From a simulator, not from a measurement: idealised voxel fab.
Proc. module: voxel air gaps
The cross-section shown here is cut; it is 245 nm wide and divided into square cells measuring 5 nm on a side.
A cross-section is a grid of square cells, given in bands from the top down. A band is one or more rows of cells. Within each band entry, the heights of the top and of the bottom of the band appear first, in that order and in nm; the materials of the band then follow from left to right, each with its corresponding width in nm. The designation "all across" on a single material indicates that it fills the band from edge to edge; the designation "air" indicates empty space. Where do heights start? At 0: under that level the wafer as delivered is made of one material only. And the lowest band has no floor; it just carries on downward, as in "0..down". Top row gets the first number, bottom row gets the second, and each row in between changes by the same step: that is how a band width like "30 to 40" works. Reading "same as before" for a step: not a cell of the cross-section changed in it. "Trapped cavities": sealed empty spaces, 8 cells or more, no open way to top, listed width x height at distance, with distance from the left edge and width, height and distance in nm. On each step's line, the part that comes after the settings is the simulator's own comment on the step. overlay nm: step with mask; distance mask lay right of planned place; negative value = left of planned place.
This section lists the process steps that were planned:
1. RECEIVE: material Si
2. CONFORMAL_DEP: material SiO2, thk nm 10
3. CONFORMAL_DEP: material SiN, thk nm 5
4. DIRECTIONAL_DEP: material lowk, thk nm 40
5. DIRECTIONAL_DEP: material aC, thk nm 10
6. PATTERN: tone open, mask id LINES, material resist, width nm 25, pitch nm 50, thk nm 30, overlay nm 0
7. DIRECTIONAL_ETCH: etch materials aC, depth nm 10
8. STRIP: etch materials resist
9. DIRECTIONAL_ETCH: etch materials lowk, depth nm 40
10. STRIP: etch materials aC
11. CONFORMAL_DEP: material TiN, thk nm 5
12. FILL_DEP: material Ru, thk nm 5
13. CMP: height nm 55
14. EPI: material Ru, thk nm 10
15. SELECTIVE_ETCH: etch materials lowk, depth nm 50
16. CONFORMAL_DEP: material SiN, thk nm 5
First wafer, two in total, run as planned:
As-received wafer cross-section (after step 1):
0..down | Si all across
Trapped cavities: none
Wafer xsec, post step 2:
10..0 | SiO2 all across
Unchanged below 0.
Wafer xsec, post step 3:
15..10 | SiN all across
Unchanged below 10.
Wafer xsec, post step 4:
55..15 | lowk all across
Unchanged below 15.
Wafer xsec, post step 5:
65..55 | aC all across
Unchanged below 55.
Wafer xsec, post step 6:
95..65 | resist (60), air (25), resist (25), air (25), resist (25), air (25), resist (60)
Unchanged below 65.
Wafer xsec, post step 7:
85..65 | resist (60), air (25), resist (25), air (25), resist (25), air (25), resist (60)
65..55 | aC (60), air (25), aC (25), air (25), aC (25), air (25), aC (60)
Unchanged below 55.
Wafer xsec, post step 8:
65..55 | aC (60), air (25), aC (25), air (25), aC (25), air (25), aC (60)
Unchanged below 55.
Wafer xsec, post step 9:
65..55 | aC (60), air (25), aC (25), air (25), aC (25), air (25), aC (60)
55..15 | lowk (60), air (25), lowk (25), air (25), lowk (25), air (25), lowk (60)
Unchanged below 15.
Wafer xsec, post step 10:
55..15 | lowk (60), air (25), lowk (25), air (25), lowk (25), air (25), lowk (60)
Unchanged below 15.
Wafer xsec, post step 11:
60..55 | TiN (65), air (15), TiN (35), air (15), TiN (35), air (15), TiN (65)
55..20 | lowk (60), TiN (5), air (15), TiN (5), lowk (25), TiN (5), air (15), TiN (5), lowk (25), TiN (5), air (15), TiN (5), lowk (60)
20..15 | lowk (60), TiN (25), lowk (25), TiN (25), lowk (25), TiN (25), lowk (60)
Unchanged below 15.
Wafer xsec, post step 12:
65..60 | Ru all across
60..55 | TiN (65), Ru (15), TiN (35), Ru (15), TiN (35), Ru (15), TiN (65)
55..20 | lowk (60), TiN (5), Ru (15), TiN (5), lowk (25), TiN (5), Ru (15), TiN (5), lowk (25), TiN (5), Ru (15), TiN (5), lowk (60)
Unchanged below 20.
Wafer xsec, post step 13:
55..20 | lowk (60), TiN (5), Ru (15), TiN (5), lowk (25), TiN (5), Ru (15), TiN (5), lowk (25), TiN (5), Ru (15), TiN (5), lowk (60)
Unchanged below 20.
Wafer xsec, post step 14:
65..55 | air (50), Ru (45), air (5), Ru (45), air (5), Ru (45), air (50)
Unchanged below 55.
Wafer xsec, post step 15:
65..55 | air (50), Ru (45), air (5), Ru (45), air (5), Ru (45), air (50)
55..20 | air (60), TiN (5), Ru (15), TiN (5), air (25), TiN (5), Ru (15), TiN (5), air (25), TiN (5), Ru (15), TiN (5), air (60)
20..15 | air (60), TiN (25), air (25), TiN (25), air (25), TiN (25), air (60)
Unchanged below 15.
Wafer xsec, post step 16:
70..65 | air (45), SiN (155), air (45)
65..55 | air (45), SiN (5), Ru (45), SiN (5), Ru (45), SiN (5), Ru (45), SiN (5), air (45)
55..50 | air (45), SiN (15), TiN (5), Ru (15), TiN (5), SiN (25), TiN (5), Ru (15), TiN (5), SiN (25), TiN (5), Ru (15), TiN (5), SiN (15), air (45)
50..20 | air (55), SiN (5), TiN (5), Ru (15), TiN (5), SiN (5), air (15), SiN (5), TiN (5), Ru (15), TiN (5), SiN (5), air (15), SiN (5), TiN (5), Ru (15), TiN (5), SiN (5), air (55)
20..15 | SiN (60), TiN (25), SiN (25), TiN (25), SiN (25), TiN (25), SiN (60)
Unchanged below 15.
Trapped cavities: 15 x 30 at 90; 15 x 30 at 140
Second of two: same start, same plan, one run error; steps up to and including 5 match the first:
Second wafer, sectioned view, at step 6's planned end time:
95..65 | air (60), resist (25), air (25), resist (25), air (25), resist (25), air (60)
Unchanged below 65.
Second wafer, sectioned view, at step 7's planned end time:
85..65 | air (60), resist (25), air (25), resist (25), air (25), resist (25), air (60)
65..55 | air (60), aC (25), air (25), aC (25), air (25), aC (25), air (60)
Unchanged below 55.
Second wafer, sectioned view, at step 8's planned end time:
65..55 | air (60), aC (25), air (25), aC (25), air (25), aC (25), air (60)
Unchanged below 55.
Second wafer, sectioned view, at step 9's planned end time:
65..55 | air (60), aC (25), air (25), aC (25), air (25), aC (25), air (60)
55..15 | air (60), lowk (25), air (25), lowk (25), air (25), lowk (25), air (60)
Unchanged below 15.
Second wafer, sectioned view, at step 10's planned end time:
55..15 | air (60), lowk (25), air (25), lowk (25), air (25), lowk (25), air (60)
Unchanged below 15.
Second wafer, sectioned view, at step 11's planned end time:
60..55 | air (55), TiN (35), air (15), TiN (35), air (15), TiN (35), air (55)
55..20 | air (55), TiN (5), lowk (25), TiN (5), air (15), TiN (5), lowk (25), TiN (5), air (15), TiN (5), lowk (25), TiN (5), air (55)
20..15 | TiN (60), lowk (25), TiN (25), lowk (25), TiN (25), lowk (25), TiN (60)
Unchanged below 15.
Second wafer, sectioned view, at step 12's planned end time:
65..60 | Ru all across
60..55 | Ru (55), TiN (35), Ru (15), TiN (35), Ru (15), TiN (35), Ru (55)
55..20 | Ru (55), TiN (5), lowk (25), TiN (5), Ru (15), TiN (5), lowk (25), TiN (5), Ru (15), TiN (5), lowk (25), TiN (5), Ru (55)
Unchanged below 20.
Second wafer, sectioned view, at step 13's planned end time:
55..20 | Ru (55), TiN (5), lowk (25), TiN (5), Ru (15), TiN (5), lowk (25), TiN (5), Ru (15), TiN (5), lowk (25), TiN (5), Ru (55)
Unchanged below 20.
Second wafer, sectioned view, at step 14's planned end time:
65..55 | Ru (70), air (5), Ru (45), air (5), Ru (45), air (5), Ru (70)
Unchanged below 55.
Second wafer, sectioned view, at step 15's planned end time:
65..55 | Ru (70), air (5), Ru (45), air (5), Ru (45), air (5), Ru (70)
55..20 | Ru (55), TiN (5), air (25), TiN (5), Ru (15), TiN (5), air (25), TiN (5), Ru (15), TiN (5), air (25), TiN (5), Ru (55)
20..15 | TiN (60), air (25), TiN (25), air (25), TiN (25), air (25), TiN (60)
Unchanged below 15.
Second wafer, sectioned view, at step 16's planned end time:
70..65 | SiN all across
65..55 | Ru (70), SiN (5), Ru (45), SiN (5), Ru (45), SiN (5), Ru (70)
55..50 | Ru (55), TiN (5), SiN (25), TiN (5), Ru (15), TiN (5), SiN (25), TiN (5), Ru (15), TiN (5), SiN (25), TiN (5), Ru (55)
50..20 | Ru (55), TiN (5), SiN (5), air (15), SiN (5), TiN (5), Ru (15), TiN (5), SiN (5), air (15), SiN (5), TiN (5), Ru (15), TiN (5), SiN (5), air (15), SiN (5), TiN (5), Ru (55)
20..15 | TiN (60), SiN (25), TiN (25), SiN (25), TiN (25), SiN (25), TiN (60)
Unchanged below 15.
Trapped cavities: 15 x 30 at 65; 15 x 30 at 115; 15 x 30 at 165
What broke from the plan during processing? contrary to plan, step 6 was performed as PATTERN: tone cover, mask id LINES, material resist, width nm 25, pitch nm 50, thk nm 30, overlay nm 0
The closing comparison, in cells, has the second wafer with more or fewer of some materials than the first: +171 Ru, -4 SiN, +19 TiN
End state: 2 closed voids on the first wafer, 3 on the second.
